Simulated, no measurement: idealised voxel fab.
Process module under the name voxel gate over fins
The figure presents cross-section cut, which has a width of 295 nm and is divided into square cells with an edge length of 5 nm.
Cross-section, as written here: a square-cell grid given band by band from the top down, where a band holds one or more rows of cells. Look at the band entry: it leads with the top's height and the bottom's height in nm. Then it lists the materials left to right, with a width in nm for each. The word "all across" on a single material says that material fills the band edge to edge. The word "blank" is empty space. Below 0: as-received wafer, all one material; heights counted from there. Lowest band: no bottom, goes on down, written "0..down". You'd read "30->40" like this: the band's top row of cells is as wide as the first number, its bottom row is as wide as the second, and going down, every row changes width by the same amount as the row before did. Take "remains unaltered" at face value: in the step it is given for, the cross-section changed in none of its cells. You'll see "Sealed internal cavities" listing empty spaces that have no way open to the top, as long as they're 8 cells or more; the notation is width x height at distance, where the distance is from the left edge, and all of it is in nm. Post-settings text on a step line: simulator's own remark regarding the step. The line of a step may include "overlay nm". On a step with a mask, this value is how far to the right of its planned place the mask lay. A negative value means the mask lay to the left.
Process steps - plan:
1) RECEIVE (material Si)
2) CONFORMAL_DEP (material SiN; thk nm 10)
3) PATTERN (tone cover; mask id FINS; material resist; width nm 15; pitch nm 45; thk nm 20; overlay nm 0)
4) DIRECTIONAL_ETCH (etch materials SiN; depth nm 10)
5) DIRECTIONAL_ETCH (etch materials Si; depth nm 40)
6) STRIP (etch materials resist)
7) OXIDIZE (depth nm 5)
8) FILL_DEP (material SiO2; thk nm 15)
9) CMP (height nm 10)
10) SELECTIVE_ETCH (etch materials SiO2; depth nm 20)
11) STRIP (etch materials SiN)
12) CONFORMAL_DEP (material HfO2; thk nm 5)
13) CONFORMAL_DEP (material TiN; thk nm 5)
14) FILL_DEP (material W; thk nm 10)
15) CMP (height nm 15)
16) CONFORMAL_DEP (material SiN; thk nm 10)
The following pertains to the first of two wafers, which was processed as planned:
Delivered wafer in cross-section: state after step 1:
> 0..down: Si all across
> Sealed internal cavities: none
Step 2 done - wafer cross-section:
> 10..0: SiN all across
> Under the height 0 nothing was changed.
Step 3 done - wafer cross-section:
> 30..10: 115 of blank / 15 of resist / 30 of blank / 15 of resist / 120 of blank
> Under the height 10 nothing was changed.
Step 4 done - wafer cross-section:
> 30..10: 115 of blank / 15 of resist / 30 of blank / 15 of resist / 120 of blank
> 10..0: 115 of blank / 15 of SiN / 30 of blank / 15 of SiN / 120 of blank
> Under the height 0 nothing was changed.
Step 5 done - wafer cross-section:
> 30..10: 115 of blank / 15 of resist / 30 of blank / 15 of resist / 120 of blank
> 10..0: 115 of blank / 15 of SiN / 30 of blank / 15 of SiN / 120 of blank
> 0..-40: 115 of blank / 15 of Si / 30 of blank / 15 of Si / 120 of blank
> Under the height -40 nothing was changed.
Step 6 done - wafer cross-section:
> 10..0: 115 of blank / 15 of SiN / 30 of blank / 15 of SiN / 120 of blank
> Under the height 0 nothing was changed.
Step 7 done - wafer cross-section:
> 10..0: 115 of blank / 15 of SiN / 30 of blank / 15 of SiN / 120 of blank
> 0..-40: 115 of blank / 5 of SiO2 / 5 of Si / 5 of SiO2 / 30 of blank / 5 of SiO2 / 5 of Si / 5 of SiO2 / 120 of blank
> -40..-45: 120 of SiO2 / 5 of Si / 40 of SiO2 / 5 of Si / 125 of SiO2
> Under the height -45 nothing was changed.
Step 8 done - wafer cross-section:
> 25..10: SiO2 all across
> 10..0: 115 of SiO2 / 15 of SiN / 30 of SiO2 / 15 of SiN / 120 of SiO2
> 0..-45: 120 of SiO2 / 5 of Si / 40 of SiO2 / 5 of Si / 125 of SiO2
> Under the height -45 nothing was changed.
Step 9 done - wafer cross-section:
> 10..0: 115 of SiO2 / 15 of SiN / 30 of SiO2 / 15 of SiN / 120 of SiO2
> Under the height 0 nothing was changed.
Step 10 done - wafer cross-section:
> 10..0: 115 of blank / 15 of SiN / 30 of blank / 15 of SiN / 120 of blank
> 0..-10: 120 of blank / 5 of Si / 40 of blank / 5 of Si / 125 of blank
> Under the height -10 nothing was changed.
Step 11 done - wafer cross-section:
> 0..-10: 120 of blank / 5 of Si / 40 of blank / 5 of Si / 125 of blank
> Under the height -10 nothing was changed.
Step 12 done - wafer cross-section:
> 5..0: 115 of blank / 15 of HfO2 / 30 of blank / 15 of HfO2 / 120 of blank
> 0..-5: 115 of blank / 5 of HfO2 / 5 of Si / 5 of HfO2 / 30 of blank / 5 of HfO2 / 5 of Si / 5 of HfO2 / 120 of blank
> -5..-10: 120 of HfO2 / 5 of Si / 40 of HfO2 / 5 of Si / 125 of HfO2
> Under the height -10 nothing was changed.
Step 13 done - wafer cross-section:
> 10..5: 110 of blank / 25 of TiN / 20 of blank / 25 of TiN / 115 of blank
> 5..0: 110 of blank / 5 of TiN / 15 of HfO2 / 5 of TiN / 20 of blank / 5 of TiN / 15 of HfO2 / 5 of TiN / 115 of blank
> 0..-5: 115 of TiN / 5 of HfO2 / 5 of Si / 5 of HfO2 / 30 of TiN / 5 of HfO2 / 5 of Si / 5 of HfO2 / 120 of TiN
> Under the height -5 nothing was changed.
Step 14 done - wafer cross-section:
> 20..10: W all across
> 10..5: 110 of W / 25 of TiN / 20 of W / 25 of TiN / 115 of W
> 5..0: 110 of W / 5 of TiN / 15 of HfO2 / 5 of TiN / 20 of W / 5 of TiN / 15 of HfO2 / 5 of TiN / 115 of W
> Under the height 0 nothing was changed.
Step 15 done - wafer cross-section:
> 15..10: W all across
> Under the height 10 nothing was changed.
Step 16 done - wafer cross-section:
> 25..15: SiN all across
> Under the height 15 nothing was changed.
Companion wafer, the second of two: same beginning, same intended sequence, one mistake in carrying it out; through step 11 inclusive it tracks the first exactly:
Second wafer, cross-section, planned end of step 12:
> 5..0: 115 of blank / 15 of TiN / 30 of blank / 15 of TiN / 120 of blank
> 0..-5: 115 of blank / 5 of TiN / 5 of Si / 5 of TiN / 30 of blank / 5 of TiN / 5 of Si / 5 of TiN / 120 of blank
> -5..-10: 120 of TiN / 5 of Si / 40 of TiN / 5 of Si / 125 of TiN
> Under the height -10 nothing was changed.
Second wafer, cross-section, planned end of step 13:
> 10..5: 110 of blank / 25 of HfO2 / 20 of blank / 25 of HfO2 / 115 of blank
> 5..0: 110 of blank / 5 of HfO2 / 15 of TiN / 5 of HfO2 / 20 of blank / 5 of HfO2 / 15 of TiN / 5 of HfO2 / 115 of blank
> 0..-5: 115 of HfO2 / 5 of TiN / 5 of Si / 5 of TiN / 30 of HfO2 / 5 of TiN / 5 of Si / 5 of TiN / 120 of HfO2
> Under the height -5 nothing was changed.
Second wafer, cross-section, planned end of step 14:
> 20..10: W all across
> 10..5: 110 of W / 25 of HfO2 / 20 of W / 25 of HfO2 / 115 of W
> 5..0: 110 of W / 5 of HfO2 / 15 of TiN / 5 of HfO2 / 20 of W / 5 of HfO2 / 15 of TiN / 5 of HfO2 / 115 of W
> Under the height 0 nothing was changed.
Second wafer, cross-section, planned end of step 15:
> 15..10: W all across
> Under the height 10 nothing was changed.
Second wafer, cross-section, planned end of step 16:
> 25..15: SiN all across
> Under the height 15 nothing was changed.
What was the processing mistake? so 12 and 13 got swapped relative to the plan, each ran where the other was supposed to
Heads up: at the end the two wafers have identical cell counts per material, they're just laid out differently.
